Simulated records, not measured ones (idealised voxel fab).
Process module heading - voxel wiring stack
290 nm wide, 5 nm square cells: that's cross-section cut.
Think of the cross-section as a grid of square cells. We describe it in bands, top to bottom, and each band covers one or more rows of those cells. Quick guide to a band line: top height, bottom height (nm) up front; then every material left to right with its width in nm. Only one material and it's marked "throughout"? Then it fills the band edge to edge. And "air" just means empty space. It should be noted that heights are counted from 0, beneath which the wafer as supplied is of one material throughout, and that the lowest band possesses no lower boundary but continues downward, as written in "0 -> down". Think of "30->40" as a width that walks from the first number to the second as you go down the band, top row to bottom row, taking equal-sized steps from row to row. Given "nothing got changed" for a step, no cell of the cross-section differs between before and after that step. This entry, "closed voids", enumerates those empty regions of no fewer than 8 cells that possess no open connection to the top. Each region is reported in the form width x height at distance, the distance being taken from the left edge, with all three quantities expressed in nm. That trailing text on a step's line, after the settings, is the simulator's own remark on the step. overlay nm: mask right of planned place by this much (step with mask). Neg. = left.
Below is the list of planned process steps:
| 1 | RECEIVE,material Si |
| 2 | CONFORMAL_DEP,material SiO2,thk nm 15 |
| 3 | CONFORMAL_DEP,material SiCN,thk nm 5 |
| 4 | DIRECTIONAL_DEP,material SiO2,thk nm 20 |
| 5 | PATTERN,tone open,mask id METAL_1,material resist,width nm 30,pitch nm 50,thk nm 15,overlay nm 0 |
| 6 | DIRECTIONAL_ETCH,etch materials SiO2,depth nm 20 |
| 7 | DIRECTIONAL_ETCH,etch materials SiCN,depth nm 5 |
| 8 | STRIP,etch materials resist |
| 9 | CONFORMAL_DEP,material TiN,thk nm 5 |
| 10 | FILL_DEP,material Cu,thk nm 5 |
| 11 | CMP,height nm 40 |
| 12 | EPI,material Ru,thk nm 5 |
| 13 | FILL_DEP,material SiCN,thk nm 5 |
| 14 | DIRECTIONAL_DEP,material lowk,thk nm 20 |
| 15 | DIRECTIONAL_DEP,material aC,thk nm 15 |
| 16 | PATTERN,tone open,mask id PLUG_1,material resist,width nm 15,pitch nm 50,thk nm 35,overlay nm 0 |
| 17 | DIRECTIONAL_ETCH,etch materials aC,depth nm 15 |
| 18 | STRIP,etch materials resist |
| 19 | DIRECTIONAL_ETCH,etch materials lowk,depth nm 20 |
| 20 | DIRECTIONAL_ETCH,etch materials SiCN,depth nm 5 |
| 21 | STRIP,etch materials aC |
| 22 | CONFORMAL_DEP,material TiN,thk nm 5 |
| 23 | FILL_DEP,material Ru,thk nm 5 |
| 24 | CMP,height nm 70 |
| 25 | CONFORMAL_DEP,material SiN,thk nm 5 |
| 26 | DIRECTIONAL_DEP,material lowk,thk nm 15 |
| 27 | MASKED_ETCH,tone open,mask id METAL_2,width nm 30,pitch nm 50,etch materials lowk,depth nm 15,overlay nm 0 |
| 28 | MASKED_ETCH,tone open,mask id METAL_2,width nm 30,pitch nm 50,etch materials SiN,depth nm 5,overlay nm 0 |
| 29 | CONFORMAL_DEP,material TiN,thk nm 5 |
| 30 | FILL_DEP,material Cu,thk nm 10 |
| 31 | CMP,height nm 90 |
| 32 | CONFORMAL_DEP,material SiCN,thk nm 5 |
Cross-sectional view of the wafer in its as-received condition, corresponding to the state after step 1:
0 -> down: Si throughout
closed voids: none
First of two wafers: cross-section at end of module, run per plan:
95 -> 90: SiCN throughout
90 -> 75: 55 of lowk / 5 of TiN / 20 of Cu / 5 of TiN / 20 of lowk / 5 of TiN / 20 of Cu / 5 of TiN / 20 of lowk / 5 of TiN / 20 of Cu / 5 of TiN / 20 of lowk / 5 of TiN / 20 of Cu / 5 of TiN / 55 of lowk
75 -> 70: 55 of SiN / 30 of TiN / 20 of SiN / 30 of TiN / 20 of SiN / 30 of TiN / 20 of SiN / 30 of TiN / 55 of SiN
70 -> 50: 55 of lowk / 5 of TiN / 5 of Ru / 5 of TiN / 35 of lowk / 5 of TiN / 5 of Ru / 5 of TiN / 35 of lowk / 5 of TiN / 5 of Ru / 5 of TiN / 35 of lowk / 5 of TiN / 5 of Ru / 5 of TiN / 70 of lowk
50 -> 45: 55 of SiCN / 15 of TiN / 35 of SiCN / 15 of TiN / 35 of SiCN / 15 of TiN / 35 of SiCN / 15 of TiN / 70 of SiCN
45 -> 40: 50 of SiCN / 40 of Ru / 10 of SiCN / 40 of Ru / 10 of SiCN / 40 of Ru / 10 of SiCN / 40 of Ru / 50 of SiCN
40 -> 20: 55 of SiO2 / 5 of TiN / 20 of Cu / 5 of TiN / 20 of SiO2 / 5 of TiN / 20 of Cu / 5 of TiN / 20 of SiO2 / 5 of TiN / 20 of Cu / 5 of TiN / 20 of SiO2 / 5 of TiN / 20 of Cu / 5 of TiN / 55 of SiO2
20 -> 15: 55 of SiCN / 30 of TiN / 20 of SiCN / 30 of TiN / 20 of SiCN / 30 of TiN / 20 of SiCN / 30 of TiN / 55 of SiCN
15 -> 0: SiO2 throughout
0 -> down: Si throughout
closed voids: none
Wafer two, end of module, cross-section. Same start, same plan as wafer one. One mistake in the run:
95 -> 90: SiCN throughout
90 -> 75: 55 of lowk / 5 of TiN / 20 of Cu / 5 of TiN / 20 of lowk / 5 of TiN / 20 of Cu / 5 of TiN / 20 of lowk / 5 of TiN / 20 of Cu / 5 of TiN / 20 of lowk / 5 of TiN / 20 of Cu / 5 of TiN / 55 of lowk
75 -> 70: 55 of SiN / 30 of TiN / 20 of SiN / 30 of TiN / 20 of SiN / 30 of TiN / 20 of SiN / 30 of TiN / 55 of SiN
70 -> 50: 55 of lowk / 5 of TiN / 5 of Ru / 5 of TiN / 35 of lowk / 5 of TiN / 5 of Ru / 5 of TiN / 35 of lowk / 5 of TiN / 5 of Ru / 5 of TiN / 35 of lowk / 5 of TiN / 5 of Ru / 5 of TiN / 70 of lowk
50 -> 45: 55 of SiCN / 15 of TiN / 35 of SiCN / 15 of TiN / 35 of SiCN / 15 of TiN / 35 of SiCN / 15 of TiN / 70 of SiCN
45 -> 40: 50 of SiCN / 40 of Ru / 10 of SiCN / 40 of Ru / 10 of SiCN / 40 of Ru / 10 of SiCN / 40 of Ru / 50 of SiCN
40 -> 35: 55 of SiO2 / 5 of TiN / 20 of Cu / 5 of TiN / 20 of SiO2 / 5 of TiN / 20 of Cu / 5 of TiN / 20 of SiO2 / 5 of TiN / 20 of Cu / 5 of TiN / 20 of SiO2 / 5 of TiN / 20 of Cu / 5 of TiN / 55 of SiO2
35 -> 30: 55 of SiCN / 30 of TiN / 20 of SiCN / 30 of TiN / 20 of SiCN / 30 of TiN / 20 of SiCN / 30 of TiN / 55 of SiCN
30 -> 0: SiO2 throughout
0 -> down: Si throughout
closed voids: none
Finding, execution versus plan: step 2 was run twice
Materials where the second wafer ends with more or fewer cells than the first: Cu -48, SiO2 +72, TiN -24
